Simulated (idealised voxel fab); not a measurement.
This is a process module. Its name is voxel gate over fins.
The width of the displayed cross-section, cut, is 210 nm; its cells are square, with a size of 5 nm.
Format of a cross-section: grid, square cells. Given as bands. Order: top down. Band: one or more rows of cells.
What a band's entry tells you: where the top is and where the bottom is, as heights in nm, and after that what lies inside, material by material from left to right, each with its width in nm. Empty space is written as the word "air", and a single material marked with the word "full width" occupies the band from edge to edge.
Heights are expressed relative to 0, this being the level below which the as-received wafer comprises one material exclusively. The lowest band is unbounded in the downward direction and is denoted as in "0..down".
When a width is written as two numbers, as in "30..40", the first number is the width in the top row of cells of the band and the second is the width in its bottom row, and the width changes by the same amount from each row to the next.
"nothing got changed" -> step changed no cross-section cell.
"Fully enclosed voids": empty spaces of 8 cells or more with no open way to the top, each given as width x height at distance, distance from the left edge, all in nm.
It should be noted that, on the line of a given step, the content following the step's settings is a remark produced by the simulator itself with respect to that step.
overlay nm: how far to the right of its planned place the mask lay on this masked step (negative: to the left).

**Process steps foreseen in the plan**
1) RECEIVE | material Si
2) CONFORMAL_DEP | material SiN | thk nm 10
3) DIRECTIONAL_DEP | material aC | thk nm 15
4) PATTERN | tone cover | mask id FINS | material resist | width nm 15 | pitch nm 50 | thk nm 30 | overlay nm 0
5) DIRECTIONAL_ETCH | etch materials aC | depth nm 15
6) STRIP | etch materials resist
7) DIRECTIONAL_ETCH | etch materials SiN | depth nm 10
8) DIRECTIONAL_ETCH | etch materials Si | depth nm 35
9) STRIP | etch materials aC
10) FILL_DEP | material SiO2 | thk nm 10
11) CMP | height nm 10
12) MASKED_ETCH | tone open | mask id RAIL | width nm 15 | etch materials SiO2 | depth nm 40 | overlay nm 0
13) CONFORMAL_DEP | material TiN | thk nm 5
14) FILL_DEP | material W | thk nm 5
15) CMP | height nm 10
16) SELECTIVE_ETCH | etch materials W Ru TiN | depth nm 25
17) FILL_DEP | material SiO2 | thk nm 5
18) CMP | height nm 10
19) SELECTIVE_ETCH | etch materials SiO2 | depth nm 10
20) STRIP | etch materials SiN
21) CONFORMAL_DEP | material HfO2 | thk nm 5
22) CONFORMAL_DEP | material TiN | thk nm 5
23) CONFORMAL_DEP | material TiAl | thk nm 5
24) CONFORMAL_DEP | material TiN | thk nm 5
25) FILL_DEP | material W | thk nm 15
26) CMP | height nm 30
27) CONFORMAL_DEP | material SiN | thk nm 5
Same starting wafers, different depth nm at step 19. Plan value belongs to the first wafer.

**Cross-section of the first of several wafers on receipt, reflecting completion of step 1**
  0..down = Si full width
  Fully enclosed voids: none

**Cross-section of the first of several wafers once the module has run through its last step, step 27**
  35..30 = SiN full width
  30..20 = W full width
  20..15 = TiN full width
  15..10 = TiAl full width
  10..5 = TiN full width
  5..0 = HfO2 full width
  0..-15 = SiO2 45, Si 15, SiO2 35, Si 15, SiO2 35, Si 15, SiO2 50
  -15..-25 = SiO2 45, Si 15, SiO2 10, TiN 5, W 5, TiN 5, SiO2 10, Si 15, SiO2 35, Si 15, SiO2 50
  -25..-30 = SiO2 45, Si 15, SiO2 10, TiN 15, SiO2 10, Si 15, SiO2 35, Si 15, SiO2 50
  -30..-35 = SiO2 45, Si 15, SiO2 35, Si 15, SiO2 35, Si 15, SiO2 50
  -35..down = Si full width
  Fully enclosed voids: none

**Last wafer of the set, cross-sectioned at end of module**
  35..30 = SiN full width
  30..20 = W full width
  20..15 = W 25, TiN 155, W 30
  15..10 = W 25, TiN 5, TiAl 45, TiN 5, TiAl 45, TiN 5, TiAl 45, TiN 5, W 30
  10..5 = W 25, TiN 5, TiAl 5, TiN 35, TiAl 5, TiN 5, TiAl 5, TiN 35, TiAl 5, TiN 5, TiAl 5, TiN 35, TiAl 5, TiN 5, W 30
  5..0 = W 25, TiN 5, TiAl 5, TiN 5, HfO2 25, TiN 5, TiAl 5, TiN 5, TiAl 5, TiN 5, HfO2 25, TiN 5, TiAl 5, TiN 5, TiAl 5, TiN 5, HfO2 25, TiN 5, TiAl 5, TiN 5, W 30
  0..-5 = W 25, TiN 5, TiAl 5, TiN 5, HfO2 5, Si 15, HfO2 5, TiN 5, TiAl 15, TiN 5, HfO2 5, Si 15, HfO2 5, TiN 5, TiAl 5, TiN 5, TiAl 5, TiN 5, HfO2 5, Si 15, HfO2 5, TiN 5, TiAl 5, TiN 5, W 30
  -5..-10 = TiN 30, TiAl 5, TiN 5, HfO2 5, Si 15, HfO2 5, TiN 25, HfO2 5, Si 15, HfO2 5, TiN 5, TiAl 5, TiN 5, TiAl 5, TiN 5, HfO2 5, Si 15, HfO2 5, TiN 5, TiAl 5, TiN 35
  -10..-15 = TiAl 35, TiN 5, HfO2 5, Si 15, HfO2 35, Si 15, HfO2 5, TiN 5, TiAl 15, TiN 5, HfO2 5, Si 15, HfO2 5, TiN 5, TiAl 40
  -15..-20 = TiN 40, HfO2 5, Si 15, HfO2 10, TiN 5, W 5, TiN 5, HfO2 10, Si 15, HfO2 5, TiN 25, HfO2 5, Si 15, HfO2 5, TiN 45
  -20..-25 = HfO2 45, Si 15, HfO2 10, TiN 5, W 5, TiN 5, HfO2 10, Si 15, HfO2 35, Si 15, HfO2 50
  -25..-30 = SiO2 45, Si 15, SiO2 10, TiN 15, SiO2 10, Si 15, SiO2 35, Si 15, SiO2 50
  -30..-35 = SiO2 45, Si 15, SiO2 35, Si 15, SiO2 35, Si 15, SiO2 50
  -35..down = Si full width
  Fully enclosed voids: none

**For your reference, the table is organized with a row per wafer; each row reflects the wafer at the end of the module, indicating for each material the cells gained (+) or lost (-) since receipt, and thereafter its closed voids**
depth nm 10; +42 HfO2; -231 Si; +42 SiN; +222 SiO2; +42 TiAl; +91 TiN; +86 W; Fully enclosed voids: none
depth nm 15; +48 HfO2; -231 Si; +42 SiN; +189 SiO2; +48 TiAl; +101 TiN; +97 W; Fully enclosed voids: none
depth nm 20; +54 HfO2; -231 Si; +42 SiN; +156 SiO2; +54 TiAl; +111 TiN; +108 W; Fully enclosed voids: none
depth nm 25; +60 HfO2; -231 Si; +42 SiN; +123 SiO2; +60 TiAl; +121 TiN; +119 W; Fully enclosed voids: none
depth nm 30; +68 HfO2; -231 Si; +42 SiN; +93 SiO2; +64 TiAl; +128 TiN; +130 W; Fully enclosed voids: none
depth nm 35; +76 HfO2; -231 Si; +42 SiN; +63 SiO2; +68 TiAl; +135 TiN; +141 W; Fully enclosed voids: none
